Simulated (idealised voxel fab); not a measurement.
process module | voxel local oxidation
cross-section cut | 190 nm wide | cells 5 nm
A cross-section is a grid of square cells, given in bands from the top down. A band is one or more rows of cells.
Each band's line starts with the height of the band's top and of its bottom, in nm. Then come its materials from left to right, each with its width in nm. One material with "throughout" fills the band from edge to edge. "air" is empty space.
Height 0 is the level under which the wafer as received is all one material. The lowest band goes on downwards, as in "0 down".
A width such as "30 to 40" changes by the same amount from each row of cells to the next, from the band's top row to its bottom row.
"no change" after a step means that no cell of the cross-section changed.
closed voids: empty space of 8 cells or more with no open way to the top, each as width x height at its distance from the left edge, in nm
after a step's settings: what the simulator itself notes on the step
overlay nm, on a step with a mask: how far to the right of its planned place the mask lay; to the left if negative
plan
1 op RECEIVE | material Si
2 op CONFORMAL_DEP | material SiO2 | thk nm 5
3 op CONFORMAL_DEP | material SiN | thk nm 15
4 op MASKED_ETCH | tone cover | mask id ACTIVE | width nm 105 | etch materials SiN | depth nm 15 | overlay nm 0
5 op SELECTIVE_ETCH | etch materials SiO2 | depth nm 5
6 op OXIDIZE | depth nm 10
7 op STRIP | etch materials SiN
first wafer, as planned
as received, after step 1
  0 down: Si throughout
  closed voids: none
after step 2
  5 to 0: SiO2 throughout
  below 0: unchanged
after step 3
  20 to 5: SiN throughout
  below 5: unchanged
after step 4
  20 to 5: air 40 | SiN 105 | air 45
  below 5: unchanged
after step 5
  20 to 5: air 40 | SiN 105 | air 45
  5 to 0: air 45 | SiO2 95 | air 50
  below 0: unchanged
after step 6
  20 to 5: air 40 | SiN 105 | air 45
  5 to 0: air 45 | SiO2 95 | air 50
  0 to -10: SiO2 55 | Si 75 | SiO2 60
  below -10: unchanged
after step 7
  5 to 0: air 45 | SiO2 95 | air 50
  below 0: unchanged
second wafer: like start, like plan, one mistake. Through step 3 it matches the first wafer
when step 4 should have ended
  20 to 5: SiN 40 | air 105 | SiN 45
  below 5: unchanged
when step 5 should have ended
  20 to 5: SiN 40 | air 105 | SiN 45
  5 to 0: SiO2 35 | air 115 | SiO2 40
  below 0: unchanged
when step 6 should have ended
  20 to 5: SiN 40 | air 105 | SiN 45
  5 to 0: SiO2 35 | air 115 | SiO2 40
  0 to -10: Si 25 | SiO2 135 | Si 30
  below -10: unchanged
when step 7 should have ended
  5 to 0: SiO2 35 | air 115 | SiO2 40
  below 0: unchanged
what went wrong: step 4 ran as: op MASKED_ETCH | tone open | mask id ACTIVE | width nm 105 | etch materials SiN | depth nm 15 | overlay nm 0
at the end the second wafer has, in cells: 8 fewer of Si | 4 more of SiO2
